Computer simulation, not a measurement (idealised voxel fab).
This section sets out a process module, namely voxel wiring stack.
Pictured: cross-section cut, 225 nm wide, on a grid of 5 nm square cells.
Cross-section, as written here: a square-cell grid given band by band from the top down, where a band holds one or more rows of cells. Quick guide to a band line: top height, bottom height (nm) up front; then every material left to right with its width in nm. Only one material and it's marked "full width"? Then it fills the band edge to edge. And "empty" just means empty space. Note: height 0 marks the level under which the wafer is uniformly one material as received. Lowest band unbounded below, written "z 0 and below". Read "30 to 40" as a graded width: first number on top, second number at the bottom, same change between each pair of neighbouring rows. "left unchanged" (step): cross-section cells unchanged, all of them. If an empty space has no open way to the top and is at least 8 cells in size, "Closed internal voids" lists it, written width x height at distance, where distance is measured from the left edge and every value is in nm. On each step's line, the part that comes after the settings is the simulator's own comment on the step. The optional step-line setting "overlay nm" applies to steps with a mask and quantifies how far to the right of its planned location the mask lay, a negative value indicating leftward placement. If you're wondering how to read the rest of this, here's the deal. It's pairs of cross-sections: one from before a process step, one from after it. The after one is only drawn as far down as the lowest band that changed. Right under each pair you'll see which step sits between them and what its settings were. Don't read the pairs as one continuous story, though. They can come from different runs of this module on the same starting wafer, and a pair only carries on from the one above it where its entry headed "Pre-step condition" says so.
# Pre-step condition
	z 90 to 75 = 30 nm resist, then 15 nm empty, then 30 nm resist, then 15 nm empty, then 30 nm resist, then 15 nm empty, then 30 nm resist, then 15 nm empty, then 45 nm resist
	z 75 to 60 = 30 nm lowk, then 15 nm empty, then 10 nm resist, then 20 nm lowk, then 15 nm empty, then 10 nm resist, then 20 nm lowk, then 15 nm empty, then 10 nm resist, then 20 nm lowk, then 15 nm empty, then 10 nm resist, then 35 nm lowk
	z 60 to 50 = 30 nm lowk, then 15 nm empty, then 30 nm lowk, then 15 nm empty, then 30 nm lowk, then 15 nm empty, then 30 nm lowk, then 15 nm empty, then 45 nm lowk
	z 50 to 45 = SiCN full width
	z 45 to 35 = 30 nm SiO2, then 5 nm TiN, then 15 nm W, then 5 nm TiN, then 20 nm SiO2, then 5 nm TiN, then 15 nm W, then 5 nm TiN, then 20 nm SiO2, then 5 nm TiN, then 15 nm W, then 5 nm TiN, then 20 nm SiO2, then 5 nm TiN, then 15 nm W, then 5 nm TiN, then 35 nm SiO2
	z 35 to 30 = 30 nm SiCN, then 25 nm TiN, then 20 nm SiCN, then 25 nm TiN, then 20 nm SiCN, then 25 nm TiN, then 20 nm SiCN, then 25 nm TiN, then 35 nm SiCN
	z 30 to 0 = SiO2 full width
	z 0 and below = Si full width
	Closed internal voids: none
# Cross-Section Thereafter
	z 90 to 75 = 30 nm resist, then 15 nm empty, then 30 nm resist, then 15 nm empty, then 30 nm resist, then 15 nm empty, then 30 nm resist, then 15 nm empty, then 45 nm resist
	z 75 to 60 = 30 nm lowk, then 15 nm empty, then 10 nm resist, then 20 nm lowk, then 15 nm empty, then 10 nm resist, then 20 nm lowk, then 15 nm empty, then 10 nm resist, then 20 nm lowk, then 15 nm empty, then 10 nm resist, then 35 nm lowk
	z 60 to 50 = 30 nm lowk, then 15 nm empty, then 30 nm lowk, then 15 nm empty, then 30 nm lowk, then 15 nm empty, then 30 nm lowk, then 15 nm empty, then 45 nm lowk
	z 50 to 45 = 30 nm SiCN, then 15 nm empty, then 30 nm SiCN, then 15 nm empty, then 30 nm SiCN, then 15 nm empty, then 30 nm SiCN, then 15 nm empty, then 45 nm SiCN
	Below 45, the layers are the same as they were.
	Closed internal voids: none
The before and after cross-sections above are linked by DIRECTIONAL_ETCH, etch materials SiCN, depth nm 5
Pre-step condition: It is represented by the cross-section appearing after the step of the pair directly above.
# Cross-Section Thereafter
	z 75 to 60 = 30 nm lowk, then 25 nm empty, then 20 nm lowk, then 25 nm empty, then 20 nm lowk, then 25 nm empty, then 20 nm lowk, then 25 nm empty, then 35 nm lowk
	Below 60, the layers are the same as they were.
	Closed internal voids: none
The before and after cross-sections above are linked by STRIP, etch materials resist
Pre-step condition: It is represented by the cross-section appearing after the step of the pair directly above.
# Cross-Section Thereafter
	z 80 to 75 = 35 nm TiN, then 15 nm empty, then 30 nm TiN, then 15 nm empty, then 30 nm TiN, then 15 nm empty, then 30 nm TiN, then 15 nm empty, then 40 nm TiN
	z 75 to 65 = 30 nm lowk, then 5 nm TiN, then 15 nm empty, then 5 nm TiN, then 20 nm lowk, then 5 nm TiN, then 15 nm empty, then 5 nm TiN, then 20 nm lowk, then 5 nm TiN, then 15 nm empty, then 5 nm TiN, then 20 nm lowk, then 5 nm TiN, then 15 nm empty, then 5 nm TiN, then 35 nm lowk
	z 65 to 60 = 30 nm lowk, then 5 nm TiN, then 5 nm empty, then 15 nm TiN, then 20 nm lowk, then 5 nm TiN, then 5 nm empty, then 15 nm TiN, then 20 nm lowk, then 5 nm TiN, then 5 nm empty, then 15 nm TiN, then 20 nm lowk, then 5 nm TiN, then 5 nm empty, then 15 nm TiN, then 35 nm lowk
	z 60 to 50 = 30 nm lowk, then 5 nm TiN, then 5 nm empty, then 5 nm TiN, then 30 nm lowk, then 5 nm TiN, then 5 nm empty, then 5 nm TiN, then 30 nm lowk, then 5 nm TiN, then 5 nm empty, then 5 nm TiN, then 30 nm lowk, then 5 nm TiN, then 5 nm empty, then 5 nm TiN, then 45 nm lowk
	z 50 to 45 = 30 nm SiCN, then 15 nm TiN, then 30 nm SiCN, then 15 nm TiN, then 30 nm SiCN, then 15 nm TiN, then 30 nm SiCN, then 15 nm TiN, then 45 nm SiCN
	Below 45, the layers are the same as they were.
	Closed internal voids: none
The before and after cross-sections above are linked by CONFORMAL_DEP, material TiN, thk nm 5
Pre-step condition: It is represented by the cross-section appearing after the step of the pair directly above.
# Cross-Section Thereafter
	z 85 to 80 = Cu full width
	z 80 to 75 = 35 nm TiN, then 15 nm Cu, then 30 nm TiN, then 15 nm Cu, then 30 nm TiN, then 15 nm Cu, then 30 nm TiN, then 15 nm Cu, then 40 nm TiN
	z 75 to 65 = 30 nm lowk, then 5 nm TiN, then 15 nm Cu, then 5 nm TiN, then 20 nm lowk, then 5 nm TiN, then 15 nm Cu, then 5 nm TiN, then 20 nm lowk, then 5 nm TiN, then 15 nm Cu, then 5 nm TiN, then 20 nm lowk, then 5 nm TiN, then 15 nm Cu, then 5 nm TiN, then 35 nm lowk
	z 65 to 60 = 30 nm lowk, then 5 nm TiN, then 5 nm Cu, then 15 nm TiN, then 20 nm lowk, then 5 nm TiN, then 5 nm Cu, then 15 nm TiN, then 20 nm lowk, then 5 nm TiN, then 5 nm Cu, then 15 nm TiN, then 20 nm lowk, then 5 nm TiN, then 5 nm Cu, then 15 nm TiN, then 35 nm lowk
	z 60 to 50 = 30 nm lowk, then 5 nm TiN, then 5 nm Cu, then 5 nm TiN, then 30 nm lowk, then 5 nm TiN, then 5 nm Cu, then 5 nm TiN, then 30 nm lowk, then 5 nm TiN, then 5 nm Cu, then 5 nm TiN, then 30 nm lowk, then 5 nm TiN, then 5 nm Cu, then 5 nm TiN, then 45 nm lowk
	Below 50, the layers are the same as they were.
	Closed internal voids: none
The before and after cross-sections above are linked by FILL_DEP, material Cu, thk nm 5
Pre-step condition: It is represented by the cross-section appearing after the step of the pair directly above.
# Cross-Section Thereafter
	z 75 to 65 = 30 nm lowk, then 5 nm TiN, then 15 nm Cu, then 5 nm TiN, then 20 nm lowk, then 5 nm TiN, then 15 nm Cu, then 5 nm TiN, then 20 nm lowk, then 5 nm TiN, then 15 nm Cu, then 5 nm TiN, then 20 nm lowk, then 5 nm TiN, then 15 nm Cu, then 5 nm TiN, then 35 nm lowk
	Below 65, the layers are the same as they were.
	Closed internal voids: none
The before and after cross-sections above are linked by CMP, height nm 75
Pre-step condition: It is represented by the cross-section appearing after the step of the pair directly above.
# Cross-Section Thereafter
	z 80 to 75 = SiCN full width
	Below 75, the layers are the same as they were.
	Closed internal voids: none
The before and after cross-sections above are linked by CONFORMAL_DEP, material SiCN, thk nm 5
Pre-step condition: It is represented by the cross-section appearing after the step of the pair directly above.
# Cross-Section Thereafter
	z 95 to 80 = SiO2 full width
	Below 80, the layers are the same as they were.
	Closed internal voids: none
The before and after cross-sections above are linked by DIRECTIONAL_DEP, material SiO2, thk nm 15
Pre-step condition: It is represented by the cross-section appearing after the step of the pair directly above.
# Cross-Section Thereafter
	z 110 to 95 = 30 nm resist, then 15 nm empty, then 75 nm resist, then 15 nm empty, then 90 nm resist
	Below 95, the layers are the same as they were.
	Closed internal voids: none
The before and after cross-sections above are linked by PATTERN, tone open, mask id PLUG_2, material resist, width nm 15, pitch nm 90, thk nm 15, overlay nm 0
Pre-step condition: It is represented by the cross-section appearing after the step of the pair directly above.
# Cross-Section Thereafter
	z 110 to 95 = 30 nm resist, then 15 nm empty, then 75 nm resist, then 15 nm empty, then 90 nm resist
	z 95 to 80 = 30 nm SiO2, then 15 nm empty, then 75 nm SiO2, then 15 nm empty, then 90 nm SiO2
	Below 80, the layers are the same as they were.
	Closed internal voids: none
The before and after cross-sections above are linked by DIRECTIONAL_ETCH, etch materials SiO2, depth nm 15
Pre-step condition: It is represented by the cross-section appearing after the step of the pair directly above.
# Cross-Section Thereafter
	z 110 to 95 = 30 nm resist, then 15 nm empty, then 75 nm resist, then 15 nm empty, then 90 nm resist
	z 95 to 80 = 30 nm SiO2, then 15 nm empty, then 75 nm SiO2, then 15 nm empty, then 90 nm SiO2
	z 80 to 75 = 30 nm SiCN, then 15 nm empty, then 75 nm SiCN, then 15 nm empty, then 90 nm SiCN
	Below 75, the layers are the same as they were.
	Closed internal voids: none
The before and after cross-sections above are linked by DIRECTIONAL_ETCH, etch materials SiCN, depth nm 5
Pre-step condition: It is represented by the cross-section appearing after the step of the pair directly above.
# Cross-Section Thereafter
	z 95 to 80 = 30 nm SiO2, then 15 nm empty, then 75 nm SiO2, then 15 nm empty, then 90 nm SiO2
	Below 80, the layers are the same as they were.
	Closed internal voids: none
The before and after cross-sections above are linked by STRIP, etch materials resist
Pre-step condition: It is represented by the cross-section appearing after the step of the pair directly above.
# Cross-Section Thereafter
	z 100 to 95 = 35 nm TiN, then 5 nm empty, then 85 nm TiN, then 5 nm empty, then 95 nm TiN
	z 95 to 80 = 30 nm SiO2, then 5 nm TiN, then 5 nm empty, then 5 nm TiN, then 75 nm SiO2, then 5 nm TiN, then 5 nm empty, then 5 nm TiN, then 90 nm SiO2
	z 80 to 75 = 30 nm SiCN, then 15 nm TiN, then 75 nm SiCN, then 15 nm TiN, then 90 nm SiCN
	Below 75, the layers are the same as they were.
	Closed internal voids: none
The before and after cross-sections above are linked by CONFORMAL_DEP, material TiN, thk nm 5
Pre-step condition: It is represented by the cross-section appearing after the step of the pair directly above.
# Cross-Section Thereafter
	z 105 to 100 = Cu full width
	z 100 to 95 = 35 nm TiN, then 5 nm Cu, then 85 nm TiN, then 5 nm Cu, then 95 nm TiN
	z 95 to 80 = 30 nm SiO2, then 5 nm TiN, then 5 nm Cu, then 5 nm TiN, then 75 nm SiO2, then 5 nm TiN, then 5 nm Cu, then 5 nm TiN, then 90 nm SiO2
	Below 80, the layers are the same as they were.
	Closed internal voids: none
The before and after cross-sections above are linked by FILL_DEP, material Cu, thk nm 5
Pre-step condition: It is represented by the cross-section appearing after the step of the pair directly above.
# Cross-Section Thereafter
	z 95 to 80 = 30 nm SiO2, then 5 nm TiN, then 5 nm Cu, then 5 nm TiN, then 75 nm SiO2, then 5 nm TiN, then 5 nm Cu, then 5 nm TiN, then 90 nm SiO2
	Below 80, the layers are the same as they were.
	Closed internal voids: none
The before and after cross-sections above are linked by CMP, height nm 95
Pre-step condition: It is represented by the cross-section appearing after the step of the pair directly above.
# Cross-Section Thereafter
	z 100 to 95 = TiN full width
	Below 95, the layers are the same as they were.
	Closed internal voids: none
The before and after cross-sections above are linked by DIRECTIONAL_DEP, material TiN, thk nm 5
Pre-step condition: It is represented by the cross-section appearing after the step of the pair directly above.
# Cross-Section Thereafter
	z 120 to 100 = W full width
	Below 100, the layers are the same as they were.
	Closed internal voids: none
The before and after cross-sections above are linked by DIRECTIONAL_DEP, material W, thk nm 20
Pre-step condition: It is represented by the cross-section appearing after the step of the pair directly above.
# Cross-Section Thereafter
	z 130 to 120 = aC full width
	Below 120, the layers are the same as they were.
	Closed internal voids: none
The before and after cross-sections above are linked by DIRECTIONAL_DEP, material aC, thk nm 10
Pre-step condition: It is represented by the cross-section appearing after the step of the pair directly above.
# Cross-Section Thereafter
	z 155 to 130 = 30 nm empty, then 25 nm resist, then 20 nm empty, then 25 nm resist, then 20 nm empty, then 25 nm resist, then 20 nm empty, then 25 nm resist, then 35 nm empty
	Below 130, the layers are the same as they were.
	Closed internal voids: none
The before and after cross-sections above are linked by PATTERN, tone cover, mask id METAL_3, material resist, width nm 25, pitch nm 45, thk nm 25, overlay nm 0
Pre-step condition: It is represented by the cross-section appearing after the step of the pair directly above.
# Cross-Section Thereafter
	z 145 to 130 = 30 nm empty, then 25 nm resist, then 20 nm empty, then 25 nm resist, then 20 nm empty, then 25 nm resist, then 20 nm empty, then 25 nm resist, then 35 nm empty
	z 130 to 120 = 30 nm empty, then 25 nm aC, then 20 nm empty, then 25 nm aC, then 20 nm empty, then 25 nm aC, then 20 nm empty, then 25 nm aC, then 35 nm empty
	Below 120, the layers are the same as they were.
	Closed internal voids: none
The before and after cross-sections above are linked by DIRECTIONAL_ETCH, etch materials aC, depth nm 10
Pre-step condition: It is represented by the cross-section appearing after the step of the pair directly above.
# Cross-Section Thereafter
	z 130 to 120 = 30 nm empty, then 25 nm aC, then 20 nm empty, then 25 nm aC, then 20 nm empty, then 25 nm aC, then 20 nm empty, then 25 nm aC, then 35 nm empty
	Below 120, the layers are the same as they were.
	Closed internal voids: none
The before and after cross-sections above are linked by STRIP, etch materials resist
Pre-step condition: It is represented by the cross-section appearing after the step of the pair directly above.
# Cross-Section Thereafter
	z 130 to 120 = 30 nm empty, then 25 nm aC, then 20 nm empty, then 25 nm aC, then 20 nm empty, then 25 nm aC, then 20 nm empty, then 25 nm aC, then 35 nm empty
	z 120 to 100 = 30 nm empty, then 25 nm W, then 20 nm empty, then 25 nm W, then 20 nm empty, then 25 nm W, then 20 nm empty, then 25 nm W, then 35 nm empty
	Below 100, the layers are the same as they were.
	Closed internal voids: none
The before and after cross-sections above are linked by DIRECTIONAL_ETCH, etch materials W, depth nm 20
Pre-step condition: It is represented by the cross-section appearing after the step of the pair directly above.
# Cross-Section Thereafter
	z 130 to 120 = 30 nm empty, then 25 nm aC, then 20 nm empty, then 25 nm aC, then 20 nm empty, then 25 nm aC, then 20 nm empty, then 25 nm aC, then 35 nm empty
	z 120 to 100 = 30 nm empty, then 25 nm W, then 20 nm empty, then 25 nm W, then 20 nm empty, then 25 nm W, then 20 nm empty, then 25 nm W, then 35 nm empty
	z 100 to 95 = 30 nm empty, then 25 nm TiN, then 20 nm empty, then 25 nm TiN, then 20 nm empty, then 25 nm TiN, then 20 nm empty, then 25 nm TiN, then 35 nm empty
	Below 95, the layers are the same as they were.
	Closed internal voids: none
The before and after cross-sections above are linked by DIRECTIONAL_ETCH, etch materials TiN, depth nm 5
Pre-step condition: It is represented by the cross-section appearing after the step of the pair directly above.
# Cross-Section Thereafter
	z 120 to 100 = 30 nm empty, then 25 nm W, then 20 nm empty, then 25 nm W, then 20 nm empty, then 25 nm W, then 20 nm empty, then 25 nm W, then 35 nm empty
	Below 100, the layers are the same as they were.
	Closed internal voids: none
The before and after cross-sections above are linked by STRIP, etch materials aC
Pre-step condition: It is represented by the cross-section appearing after the step of the pair directly above.
# Cross-Section Thereafter
	z 125 to 120 = 25 nm empty, then 35 nm SiCN, then 10 nm empty, then 35 nm SiCN, then 10 nm empty, then 35 nm SiCN, then 10 nm empty, then 35 nm SiCN, then 30 nm empty
	z 120 to 100 = 25 nm empty, then 5 nm SiCN, then 25 nm W, then 5 nm SiCN, then 10 nm empty, then 5 nm SiCN, then 25 nm W, then 5 nm SiCN, then 10 nm empty, then 5 nm SiCN, then 25 nm W, then 5 nm SiCN, then 10 nm empty, then 5 nm SiCN, then 25 nm W, then 5 nm SiCN, then 30 nm empty
	z 100 to 95 = 30 nm SiCN, then 25 nm TiN, then 20 nm SiCN, then 25 nm TiN, then 20 nm SiCN, then 25 nm TiN, then 20 nm SiCN, then 25 nm TiN, then 35 nm SiCN
	Below 95, the layers are the same as they were.
	Closed internal voids: none
The before and after cross-sections above are linked by CONFORMAL_DEP, material SiCN, thk nm 5
Pre-step condition: It is represented by the cross-section appearing after the step of the pair directly above.
# Cross-Section Thereafter
	z 135 to 125 = SiO2 full width
	z 125 to 120 = 25 nm SiO2, then 35 nm SiCN, then 10 nm SiO2, then 35 nm SiCN, then 10 nm SiO2, then 35 nm SiCN, then 10 nm SiO2, then 35 nm SiCN, then 30 nm SiO2
	z 120 to 100 = 25 nm SiO2, then 5 nm SiCN, then 25 nm W, then 5 nm SiCN, then 10 nm SiO2, then 5 nm SiCN, then 25 nm W, then 5 nm SiCN, then 10 nm SiO2, then 5 nm SiCN, then 25 nm W, then 5 nm SiCN, then 10 nm SiO2, then 5 nm SiCN, then 25 nm W, then 5 nm SiCN, then 30 nm SiO2
	Below 100, the layers are the same as they were.
	Closed internal voids: none
The before and after cross-sections above are linked by FILL_DEP, material SiO2, thk nm 10
Pre-step condition: It is represented by the cross-section appearing after the step of the pair directly above.
# Cross-Section Thereafter
	z 120 to 100 = 25 nm SiO2, then 5 nm SiCN, then 25 nm W, then 5 nm SiCN, then 10 nm SiO2, then 5 nm SiCN, then 25 nm W, then 5 nm SiCN, then 10 nm SiO2, then 5 nm SiCN, then 25 nm W, then 5 nm SiCN, then 10 nm SiO2, then 5 nm SiCN, then 25 nm W, then 5 nm SiCN, then 30 nm SiO2
	Below 100, the layers are the same as they were.
	Closed internal voids: none
The before and after cross-sections above are linked by CMP, height nm 120
Pre-step condition: It is represented by the cross-section appearing after the step of the pair directly above.
# Cross-Section Thereafter
	z 125 to 120 = SiCN full width
	Below 120, the layers are the same as they were.
	Closed internal voids: none
The before and after cross-sections above are linked by CONFORMAL_DEP, material SiCN, thk nm 5
Pre-step condition: It is represented by the cross-section appearing after the step of the pair directly above.
# Cross-Section Thereafter
	z 150 to 125 = lowk full width
	Below 125, the layers are the same as they were.
	Closed internal voids: none
The before and after cross-sections above are linked by DIRECTIONAL_DEP, material lowk, thk nm 25
Pre-step condition: It is represented by the cross-section appearing after the step of the pair directly above.
# Cross-Section Thereafter
	z 165 to 150 = 30 nm resist, then 25 nm empty, then 20 nm resist, then 25 nm empty, then 20 nm resist, then 25 nm empty, then 20 nm resist, then 25 nm empty, then 35 nm resist
	Below 150, the layers are the same as they were.
	Closed internal voids: none
The before and after cross-sections above are linked by PATTERN, tone open, mask id METAL_4, material resist, width nm 25, pitch nm 45, thk nm 15, overlay nm 0
Pre-step condition: It is represented by the cross-section appearing after the step of the pair directly above.
# Cross-Section Thereafter
	z 165 to 150 = 30 nm resist, then 25 nm empty, then 20 nm resist, then 25 nm empty, then 20 nm resist, then 25 nm empty, then 20 nm resist, then 25 nm empty, then 35 nm resist
	z 150 to 135 = 30 nm lowk, then 25 nm empty, then 20 nm lowk, then 25 nm empty, then 20 nm lowk, then 25 nm empty, then 20 nm lowk, then 25 nm empty, then 35 nm lowk
	Below 135, the layers are the same as they were.
	Closed internal voids: none
The before and after cross-sections above are linked by DIRECTIONAL_ETCH, etch materials lowk, depth nm 15
Pre-step condition: It is represented by the cross-section appearing after the step of the pair directly above.
# Cross-Section Thereafter
	z 150 to 135 = 30 nm lowk, then 25 nm empty, then 20 nm lowk, then 25 nm empty, then 20 nm lowk, then 25 nm empty, then 20 nm lowk, then 25 nm empty, then 35 nm lowk
	Below 135, the layers are the same as they were.
	Closed internal voids: none
The before and after cross-sections above are linked by STRIP, etch materials resist
Pre-step condition: It is represented by the cross-section appearing after the step of the pair directly above.
# Cross-Section Thereafter
	z 160 to 150 = 30 nm aC, then 25 nm empty, then 20 nm aC, then 25 nm empty, then 20 nm aC, then 25 nm empty, then 20 nm aC, then 25 nm empty, then 35 nm aC
	z 150 to 145 = 30 nm lowk, then 25 nm empty, then 20 nm lowk, then 25 nm empty, then 20 nm lowk, then 25 nm empty, then 20 nm lowk, then 25 nm empty, then 35 nm lowk
	z 145 to 135 = 30 nm lowk, then 25 nm aC, then 20 nm lowk, then 25 nm aC, then 20 nm lowk, then 25 nm aC, then 20 nm lowk, then 25 nm aC, then 35 nm lowk
	Below 135, the layers are the same as they were.
	Closed internal voids: none
The before and after cross-sections above are linked by DIRECTIONAL_DEP, material aC, thk nm 10
Pre-step condition: It is represented by the cross-section appearing after the step of the pair directly above.
# Cross-Section Thereafter
	z 190 to 160 = 30 nm resist, then 15 nm empty, then 30 nm resist, then 15 nm empty, then 30 nm resist, then 15 nm empty, then 30 nm resist, then 15 nm empty, then 45 nm resist
	z 160 to 150 = 30 nm aC, then 15 nm empty, then 10 nm resist, then 20 nm aC, then 15 nm empty, then 10 nm resist, then 20 nm aC, then 15 nm empty, then 10 nm resist, then 20 nm aC, then 15 nm empty, then 10 nm resist, then 35 nm aC
	z 150 to 145 = 30 nm lowk, then 15 nm empty, then 10 nm resist, then 20 nm lowk, then 15 nm empty, then 10 nm resist, then 20 nm lowk, then 15 nm empty, then 10 nm resist, then 20 nm lowk, then 15 nm empty, then 10 nm resist, then 35 nm lowk
	Below 145, the layers are the same as they were.
	Closed internal voids: none
The before and after cross-sections above are linked by PATTERN, tone open, mask id METAL_4_HOLES, material resist, width nm 15, pitch nm 45, thk nm 30, overlay nm 0
Pre-step condition: It is represented by the cross-section appearing after the step of the pair directly above.
# Cross-Section Thereafter
	z 180 to 160 = 30 nm resist, then 15 nm empty, then 30 nm resist, then 15 nm empty, then 30 nm resist, then 15 nm empty, then 30 nm resist, then 15 nm empty, then 45 nm resist
	z 160 to 150 = 30 nm aC, then 15 nm empty, then 10 nm resist, then 20 nm aC, then 15 nm empty, then 10 nm resist, then 20 nm aC, then 15 nm empty, then 10 nm resist, then 20 nm aC, then 15 nm empty, then 10 nm resist, then 35 nm aC
	z 150 to 145 = 30 nm lowk, then 15 nm empty, then 10 nm resist, then 20 nm lowk, then 15 nm empty, then 10 nm resist, then 20 nm lowk, then 15 nm empty, then 10 nm resist, then 20 nm lowk, then 15 nm empty, then 10 nm resist, then 35 nm lowk
	z 145 to 135 = 30 nm lowk, then 15 nm empty, then 10 nm aC, then 20 nm lowk, then 15 nm empty, then 10 nm aC, then 20 nm lowk, then 15 nm empty, then 10 nm aC, then 20 nm lowk, then 15 nm empty, then 10 nm aC, then 35 nm lowk
	Below 135, the layers are the same as they were.
	Closed internal voids: none
The before and after cross-sections above are linked by DIRECTIONAL_ETCH, etch materials aC, depth nm 10
Pre-step condition: It is represented by the cross-section appearing after the step of the pair directly above.
# Cross-Section Thereafter
	z 160 to 150 = 30 nm aC, then 25 nm empty, then 20 nm aC, then 25 nm empty, then 20 nm aC, then 25 nm empty, then 20 nm aC, then 25 nm empty, then 35 nm aC
	z 150 to 145 = 30 nm lowk, then 25 nm empty, then 20 nm lowk, then 25 nm empty, then 20 nm lowk, then 25 nm empty, then 20 nm lowk, then 25 nm empty, then 35 nm lowk
	Below 145, the layers are the same as they were.
	Closed internal voids: none
The before and after cross-sections above are linked by STRIP, etch materials resist
Pre-step condition: It is represented by the cross-section appearing after the step of the pair directly above.
# Cross-Section Thereafter
	z 160 to 150 = 30 nm aC, then 25 nm empty, then 20 nm aC, then 25 nm empty, then 20 nm aC, then 25 nm empty, then 20 nm aC, then 25 nm empty, then 35 nm aC
	z 150 to 145 = 30 nm lowk, then 25 nm empty, then 20 nm lowk, then 25 nm empty, then 20 nm lowk, then 25 nm empty, then 20 nm lowk, then 25 nm empty, then 35 nm lowk
	z 145 to 135 = 30 nm lowk, then 15 nm empty, then 10 nm aC, then 20 nm lowk, then 15 nm empty, then 10 nm aC, then 20 nm lowk, then 15 nm empty, then 10 nm aC, then 20 nm lowk, then 15 nm empty, then 10 nm aC, then 35 nm lowk
	z 135 to 125 = 30 nm lowk, then 15 nm empty, then 30 nm lowk, then 15 nm empty, then 30 nm lowk, then 15 nm empty, then 30 nm lowk, then 15 nm empty, then 45 nm lowk
	Below 125, the layers are the same as they were.
	Closed internal voids: none
The before and after cross-sections above are linked by DIRECTIONAL_ETCH, etch materials lowk, depth nm 10
Pre-step condition: It is represented by the cross-section appearing after the step of the pair directly above.
# Cross-Section Thereafter
	z 160 to 150 = 30 nm aC, then 25 nm empty, then 20 nm aC, then 25 nm empty, then 20 nm aC, then 25 nm empty, then 20 nm aC, then 25 nm empty, then 35 nm aC
	z 150 to 145 = 30 nm lowk, then 25 nm empty, then 20 nm lowk, then 25 nm empty, then 20 nm lowk, then 25 nm empty, then 20 nm lowk, then 25 nm empty, then 35 nm lowk
	z 145 to 135 = 30 nm lowk, then 15 nm empty, then 10 nm aC, then 20 nm lowk, then 15 nm empty, then 10 nm aC, then 20 nm lowk, then 15 nm empty, then 10 nm aC, then 20 nm lowk, then 15 nm empty, then 10 nm aC, then 35 nm lowk
	z 135 to 125 = 30 nm lowk, then 15 nm empty, then 30 nm lowk, then 15 nm empty, then 30 nm lowk, then 15 nm empty, then 30 nm lowk, then 15 nm empty, then 45 nm lowk
	z 125 to 120 = 30 nm SiCN, then 15 nm empty, then 30 nm SiCN, then 15 nm empty, then 30 nm SiCN, then 15 nm empty, then 30 nm SiCN, then 15 nm empty, then 45 nm SiCN
	Below 120, the layers are the same as they were.
	Closed internal voids: none
The before and after cross-sections above are linked by DIRECTIONAL_ETCH, etch materials SiCN, depth nm 5
Pre-step condition: It is represented by the cross-section appearing after the step of the pair directly above.
# Cross-Section Thereafter
	z 150 to 135 = 30 nm lowk, then 25 nm empty, then 20 nm lowk, then 25 nm empty, then 20 nm lowk, then 25 nm empty, then 20 nm lowk, then 25 nm empty, then 35 nm lowk
	Below 135, the layers are the same as they were.
	Closed internal voids: none
The before and after cross-sections above are linked by STRIP, etch materials aC
Pre-step condition: It is represented by the cross-section appearing after the step of the pair directly above.
# Cross-Section Thereafter
	z 155 to 150 = 35 nm TiN, then 15 nm empty, then 30 nm TiN, then 15 nm empty, then 30 nm TiN, then 15 nm empty, then 30 nm TiN, then 15 nm empty, then 40 nm TiN
	z 150 to 140 = 30 nm lowk, then 5 nm TiN, then 15 nm empty, then 5 nm TiN, then 20 nm lowk, then 5 nm TiN, then 15 nm empty, then 5 nm TiN, then 20 nm lowk, then 5 nm TiN, then 15 nm empty, then 5 nm TiN, then 20 nm lowk, then 5 nm TiN, then 15 nm empty, then 5 nm TiN, then 35 nm lowk
	z 140 to 135 = 30 nm lowk, then 5 nm TiN, then 5 nm empty, then 15 nm TiN, then 20 nm lowk, then 5 nm TiN, then 5 nm empty, then 15 nm TiN, then 20 nm lowk, then 5 nm TiN, then 5 nm empty, then 15 nm TiN, then 20 nm lowk, then 5 nm TiN, then 5 nm empty, then 15 nm TiN, then 35 nm lowk
	z 135 to 125 = 30 nm lowk, then 5 nm TiN, then 5 nm empty, then 5 nm TiN, then 30 nm lowk, then 5 nm TiN, then 5 nm empty, then 5 nm TiN, then 30 nm lowk, then 5 nm TiN, then 5 nm empty, then 5 nm TiN, then 30 nm lowk, then 5 nm TiN, then 5 nm empty, then 5 nm TiN, then 45 nm lowk
	z 125 to 120 = 30 nm SiCN, then 15 nm TiN, then 30 nm SiCN, then 15 nm TiN, then 30 nm SiCN, then 15 nm TiN, then 30 nm SiCN, then 15 nm TiN, then 45 nm SiCN
	Below 120, the layers are the same as they were.
	Closed internal voids: none
The before and after cross-sections above are linked by CONFORMAL_DEP, material TiN, thk nm 5
Pre-step condition: It is represented by the cross-section appearing after the step of the pair directly above.
# Cross-Section Thereafter
	z 165 to 155 = Ru full width
	z 155 to 150 = 35 nm TiN, then 15 nm Ru, then 30 nm TiN, then 15 nm Ru, then 30 nm TiN, then 15 nm Ru, then 30 nm TiN, then 15 nm Ru, then 40 nm TiN
	z 150 to 140 = 30 nm lowk, then 5 nm TiN, then 15 nm Ru, then 5 nm TiN, then 20 nm lowk, then 5 nm TiN, then 15 nm Ru, then 5 nm TiN, then 20 nm lowk, then 5 nm TiN, then 15 nm Ru, then 5 nm TiN, then 20 nm lowk, then 5 nm TiN, then 15 nm Ru, then 5 nm TiN, then 35 nm lowk
	z 140 to 135 = 30 nm lowk, then 5 nm TiN, then 5 nm Ru, then 15 nm TiN, then 20 nm lowk, then 5 nm TiN, then 5 nm Ru, then 15 nm TiN, then 20 nm lowk, then 5 nm TiN, then 5 nm Ru, then 15 nm TiN, then 20 nm lowk, then 5 nm TiN, then 5 nm Ru, then 15 nm TiN, then 35 nm lowk
	z 135 to 125 = 30 nm lowk, then 5 nm TiN, then 5 nm Ru, then 5 nm TiN, then 30 nm lowk, then 5 nm TiN, then 5 nm Ru, then 5 nm TiN, then 30 nm lowk, then 5 nm TiN, then 5 nm Ru, then 5 nm TiN, then 30 nm lowk, then 5 nm TiN, then 5 nm Ru, then 5 nm TiN, then 45 nm lowk
	Below 125, the layers are the same as they were.
	Closed internal voids: none
The before and after cross-sections above are linked by FILL_DEP, material Ru, thk nm 10
Pre-step condition: It is represented by the cross-section appearing after the step of the pair directly above.
# Cross-Section Thereafter
	z 150 to 140 = 30 nm lowk, then 5 nm TiN, then 15 nm Ru, then 5 nm TiN, then 20 nm lowk, then 5 nm TiN, then 15 nm Ru, then 5 nm TiN, then 20 nm lowk, then 5 nm TiN, then 15 nm Ru, then 5 nm TiN, then 20 nm lowk, then 5 nm TiN, then 15 nm Ru, then 5 nm TiN, then 35 nm lowk
	Below 140, the layers are the same as they were.
	Closed internal voids: none
The before and after cross-sections above are linked by CMP, height nm 150
Pre-step condition: It is represented by the cross-section appearing after the step of the pair directly above.
# Cross-Section Thereafter
	z 155 to 150 = SiCN full width
	Below 150, the layers are the same as they were.
	Closed internal voids: none
The before and after cross-sections above are linked by CONFORMAL_DEP, material SiCN, thk nm 5
